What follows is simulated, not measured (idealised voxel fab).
The following is a process module called voxel gate over fins.
Cross-section cut spans 275 nm and uses square cells 5 nm in size.
For the purposes of this document, a cross-section shall be understood as a grid of square cells, specified as bands listed in top-to-bottom order, each band consisting of one or more rows of cells.
Each band's line starts with the height of the band's top and of its bottom, in nm. Then come its materials from left to right, each with its width in nm. One material with "everywhere" fills the band from edge to edge. "air" is empty space.
Note: height 0 marks the level under which the wafer is uniformly one material as received. Lowest band unbounded below, written "top 0, no bottom".
Think of "30->40" as a width that walks from the first number to the second as you go down the band, top row to bottom row, taking equal-sized steps from row to row.
What does "no modifications" mean for a step? It means no cell of the cross-section changed in that step.
Empty spaces counting at least 8 cells and having no open way to the top are listed in "Closed cavity list". The notation width x height at distance is used for each, the distance being from the left edge and all three values in nm.
Anything after a step's settings on that line? It's the simulator's own note about the step.
Regarding "overlay nm": on a step with a mask, it is the distance the mask lay to the right of its planned place; a negative value places it to the left.
-- Intended process steps
1. op RECEIVE | material Si
2. op CONFORMAL_DEP | material SiN | thk nm 10
3. op MASKED_ETCH | tone cover | mask id FINS | width nm 15 | pitch nm 40 | etch materials SiN | depth nm 10 | overlay nm 0
4. op MASKED_ETCH | tone cover | mask id FINS | width nm 15 | pitch nm 40 | etch materials Si | depth nm 30 | overlay nm 0
5. op OXIDIZE | depth nm 5
6. op FILL_DEP | material SiO2 | thk nm 10
7. op CMP | height nm 10
8. op SELECTIVE_ETCH | etch materials SiO2 | depth nm 25
9. op STRIP | etch materials SiN
10. op CONFORMAL_DEP | material HfO2 | thk nm 5
11. op CONFORMAL_DEP | material TiN | thk nm 5
12. op FILL_DEP | material W | thk nm 10
13. op CMP | height nm 15
14. op CONFORMAL_DEP | material SiCN | thk nm 10
-- This is the cross-section of the wafer as we received it, i.e. after step 1
	top 0, no bottom  Si everywhere
	Closed cavity list: none
-- a wafer at the end: this start, this plan, one mistake
	top 25, bottom 15  SiCN everywhere
	top 15, bottom 10  W everywhere
	top 10, bottom 5  W=105; HfO2=25; W=15; HfO2=25; W=105
	top 5, bottom 0  W=105; HfO2=5; TiN=15; HfO2=5; W=15; HfO2=5; TiN=15; HfO2=5; W=105
	top 0, bottom -5  W=105; HfO2=5; TiN=5; Si=5; TiN=5; HfO2=5; W=15; HfO2=5; TiN=5; Si=5; TiN=5; HfO2=5; W=105
	top -5, bottom -10  HfO2=110; TiN=5; Si=5; TiN=5; HfO2=25; TiN=5; Si=5; TiN=5; HfO2=110
	top -10, bottom -15  TiN=115; Si=5; TiN=35; Si=5; TiN=115
	top -15, bottom -35  SiO2=115; Si=5; SiO2=35; Si=5; SiO2=115
	top -35, no bottom  Si everywhere
	Closed cavity list: none
Plan not followed: so 10 and 11 got swapped relative to the plan, each ran where the other was supposed to
